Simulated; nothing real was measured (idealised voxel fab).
The process module presented herein is designated voxel air gaps.
In the cross-section labelled cut, the width is 175 nm and each square cell is 5 nm.
Cross-section spec: square-cell grid; bands listed top down; each band is one or more rows.
Band entry format. Leading values: height of top, height of bottom, nm. Remainder: materials in left-to-right order, each with its width in nm. Special words: "throughout" on a single material, which then fills the band edge to edge; "empty", empty space.
Ref level 0: as-received wafer is one material below here. Bottom band extends down with no lower bound ("z 0 and below").
The width entry "30->40" should be interpreted row by row: the top row of cells in the band takes the first number, the bottom row takes the second number, and the change between adjacent rows is uniform throughout.
Key: "everything unchanged" - step with no changed cell in the cross-section.
"Trapped cavities": empty spaces of 8 cells or more with no open way to the top, each given as width x height at distance, distance from the left edge, all in nm.
If you see something after the settings on a step's line, that's the simulator's own remark about that step.
overlay nm: on a step with a mask, how far right of its planned place the mask lay; negative means left.

The steps planned for the process are as follows:
1: RECEIVE [material Si]
2: CONFORMAL_DEP [material SiO2] [thk nm 15]
3: CONFORMAL_DEP [material SiN] [thk nm 5]
4: DIRECTIONAL_DEP [material SiO2] [thk nm 30]
5: MASKED_ETCH [tone open] [mask id LINES] [width nm 15] [pitch nm 40] [etch materials SiO2] [depth nm 30] [overlay nm 0]
6: CONFORMAL_DEP [material TiN] [thk nm 5]
7: FILL_DEP [material W] [thk nm 10]
8: CMP [height nm 50]
9: EPI [material Ru] [thk nm 10]
10: SELECTIVE_ETCH [etch materials SiO2] [depth nm 40]
11: CONFORMAL_DEP [material SiN] [thk nm 5]

First wafer of two (run as planned):

Cross-section of the incoming wafer, state after step 1:
    z 0 and below = Si throughout
    Trapped cavities: none

How the wafer stands in section after step 2:
    z 15 to 0 = SiO2 throughout
    Whatever lies below 0 is exactly as it was before.

How the wafer stands in section after step 3:
    z 20 to 15 = SiN throughout
    Whatever lies below 15 is exactly as it was before.

How the wafer stands in section after step 4:
    z 50 to 20 = SiO2 throughout
    Whatever lies below 20 is exactly as it was before.

How the wafer stands in section after step 5:
    z 50 to 20 = 20 SiO2 / 15 empty / 25 SiO2 / 15 empty / 25 SiO2 / 15 empty / 25 SiO2 / 15 empty / 20 SiO2
    Whatever lies below 20 is exactly as it was before.

How the wafer stands in section after step 6:
    z 55 to 50 = 25 TiN / 5 empty / 35 TiN / 5 empty / 35 TiN / 5 empty / 35 TiN / 5 empty / 25 TiN
    z 50 to 25 = 20 SiO2 / 5 TiN / 5 empty / 5 TiN / 25 SiO2 / 5 TiN / 5 empty / 5 TiN / 25 SiO2 / 5 TiN / 5 empty / 5 TiN / 25 SiO2 / 5 TiN / 5 empty / 5 TiN / 20 SiO2
    z 25 to 20 = 20 SiO2 / 15 TiN / 25 SiO2 / 15 TiN / 25 SiO2 / 15 TiN / 25 SiO2 / 15 TiN / 20 SiO2
    Whatever lies below 20 is exactly as it was before.

How the wafer stands in section after step 7:
    z 65 to 55 = W throughout
    z 55 to 50 = 25 TiN / 5 W / 35 TiN / 5 W / 35 TiN / 5 W / 35 TiN / 5 W / 25 TiN
    z 50 to 25 = 20 SiO2 / 5 TiN / 5 W / 5 TiN / 25 SiO2 / 5 TiN / 5 W / 5 TiN / 25 SiO2 / 5 TiN / 5 W / 5 TiN / 25 SiO2 / 5 TiN / 5 W / 5 TiN / 20 SiO2
    Whatever lies below 25 is exactly as it was before.

How the wafer stands in section after step 8:
    z 50 to 25 = 20 SiO2 / 5 TiN / 5 W / 5 TiN / 25 SiO2 / 5 TiN / 5 W / 5 TiN / 25 SiO2 / 5 TiN / 5 W / 5 TiN / 25 SiO2 / 5 TiN / 5 W / 5 TiN / 20 SiO2
    Whatever lies below 25 is exactly as it was before.

How the wafer stands in section after step 9:
    z 60 to 50 = 10 empty / 35 Ru / 5 empty / 35 Ru / 5 empty / 35 Ru / 5 empty / 35 Ru / 10 empty
    Whatever lies below 50 is exactly as it was before.

How the wafer stands in section after step 10:
    z 60 to 50 = 10 empty / 35 Ru / 5 empty / 35 Ru / 5 empty / 35 Ru / 5 empty / 35 Ru / 10 empty
    z 50 to 25 = 20 empty / 5 TiN / 5 W / 5 TiN / 25 empty / 5 TiN / 5 W / 5 TiN / 25 empty / 5 TiN / 5 W / 5 TiN / 25 empty / 5 TiN / 5 W / 5 TiN / 20 empty
    z 25 to 20 = 20 empty / 15 TiN / 25 empty / 15 TiN / 25 empty / 15 TiN / 25 empty / 15 TiN / 20 empty
    Whatever lies below 20 is exactly as it was before.

How the wafer stands in section after step 11:
    z 65 to 60 = 5 empty / 165 SiN / 5 empty
    z 60 to 50 = 5 empty / 5 SiN / 35 Ru / 5 SiN / 35 Ru / 5 SiN / 35 Ru / 5 SiN / 35 Ru / 5 SiN / 5 empty
    z 50 to 45 = 5 empty / 15 SiN / 5 TiN / 5 W / 5 TiN / 25 SiN / 5 TiN / 5 W / 5 TiN / 25 SiN / 5 TiN / 5 W / 5 TiN / 25 SiN / 5 TiN / 5 W / 5 TiN / 15 SiN / 5 empty
    z 45 to 25 = 15 empty / 5 SiN / 5 TiN / 5 W / 5 TiN / 5 SiN / 15 empty / 5 SiN / 5 TiN / 5 W / 5 TiN / 5 SiN / 15 empty / 5 SiN / 5 TiN / 5 W / 5 TiN / 5 SiN / 15 empty / 5 SiN / 5 TiN / 5 W / 5 TiN / 5 SiN / 15 empty
    z 25 to 20 = 20 SiN / 15 TiN / 25 SiN / 15 TiN / 25 SiN / 15 TiN / 25 SiN / 15 TiN / 20 SiN
    Whatever lies below 20 is exactly as it was before.
    Trapped cavities: 15 x 20 at 40; 15 x 20 at 80; 15 x 20 at 120

Wafer two of the pair: same origin, same plan, one error during the run; identical to wafer one up to and including step 4:

Second wafer at the planned finish of step 5, seen in cross-section:
    z 50 to 20 = 20 SiO2 / 20 empty / 20 SiO2 / 20 empty / 20 SiO2 / 20 empty / 20 SiO2 / 20 empty / 15 SiO2
    Whatever lies below 20 is exactly as it was before.

Second wafer at the planned finish of step 6, seen in cross-section:
    z 55 to 50 = 25 TiN / 10 empty / 30 TiN / 10 empty / 30 TiN / 10 empty / 30 TiN / 10 empty / 20 TiN
    z 50 to 25 = 20 SiO2 / 5 TiN / 10 empty / 5 TiN / 20 SiO2 / 5 TiN / 10 empty / 5 TiN / 20 SiO2 / 5 TiN / 10 empty / 5 TiN / 20 SiO2 / 5 TiN / 10 empty / 5 TiN / 15 SiO2
    z 25 to 20 = 20 SiO2 / 20 TiN / 20 SiO2 / 20 TiN / 20 SiO2 / 20 TiN / 20 SiO2 / 20 TiN / 15 SiO2
    Whatever lies below 20 is exactly as it was before.

Second wafer at the planned finish of step 7, seen in cross-section:
    z 65 to 55 = W throughout
    z 55 to 50 = 25 TiN / 10 W / 30 TiN / 10 W / 30 TiN / 10 W / 30 TiN / 10 W / 20 TiN
    z 50 to 25 = 20 SiO2 / 5 TiN / 10 W / 5 TiN / 20 SiO2 / 5 TiN / 10 W / 5 TiN / 20 SiO2 / 5 TiN / 10 W / 5 TiN / 20 SiO2 / 5 TiN / 10 W / 5 TiN / 15 SiO2
    Whatever lies below 25 is exactly as it was before.

Second wafer at the planned finish of step 8, seen in cross-section:
    z 50 to 25 = 20 SiO2 / 5 TiN / 10 W / 5 TiN / 20 SiO2 / 5 TiN / 10 W / 5 TiN / 20 SiO2 / 5 TiN / 10 W / 5 TiN / 20 SiO2 / 5 TiN / 10 W / 5 TiN / 15 SiO2
    Whatever lies below 25 is exactly as it was before.

Second wafer at the planned finish of step 9, seen in cross-section:
    z 60 to 50 = 10 empty / 160 Ru / 5 empty
    Whatever lies below 50 is exactly as it was before.

Second wafer at the planned finish of step 10, seen in cross-section:
    z 60 to 50 = 10 empty / 160 Ru / 5 empty
    z 50 to 25 = 20 empty / 5 TiN / 10 W / 5 TiN / 20 SiO2 / 5 TiN / 10 W / 5 TiN / 20 SiO2 / 5 TiN / 10 W / 5 TiN / 20 SiO2 / 5 TiN / 10 W / 5 TiN / 15 empty
    z 25 to 20 = 20 empty / 20 TiN / 20 SiO2 / 20 TiN / 20 SiO2 / 20 TiN / 20 SiO2 / 20 TiN / 15 empty
    Whatever lies below 20 is exactly as it was before.

Second wafer at the planned finish of step 11, seen in cross-section:
    z 65 to 60 = 5 empty / 170 SiN
    z 60 to 50 = 5 empty / 5 SiN / 160 Ru / 5 SiN
    z 50 to 45 = 5 empty / 15 SiN / 5 TiN / 10 W / 5 TiN / 20 SiO2 / 5 TiN / 10 W / 5 TiN / 20 SiO2 / 5 TiN / 10 W / 5 TiN / 20 SiO2 / 5 TiN / 10 W / 5 TiN / 15 SiN
    z 45 to 25 = 15 empty / 5 SiN / 5 TiN / 10 W / 5 TiN / 20 SiO2 / 5 TiN / 10 W / 5 TiN / 20 SiO2 / 5 TiN / 10 W / 5 TiN / 20 SiO2 / 5 TiN / 10 W / 5 TiN / 5 SiN / 10 empty
    z 25 to 20 = 20 SiN / 20 TiN / 20 SiO2 / 20 TiN / 20 SiO2 / 20 TiN / 20 SiO2 / 20 TiN / 15 SiN
    Whatever lies below 20 is exactly as it was before.
    Trapped cavities: 10 x 20 at 165
Run error: for step 5, the planned setting was not used; the step was instead run as MASKED_ETCH [tone open] [mask id LINES] [width nm 20] [pitch nm 40] [etch materials SiO2] [depth nm 30] [overlay nm 0]
Materials where the second wafer ends with more or fewer cells than the first: Ru: 8 more | SiN: 60 fewer | SiO2: 72 more | TiN: 4 more | W: 20 more
The final tally of closed voids stands at 3 on the first wafer and 1 on the second.
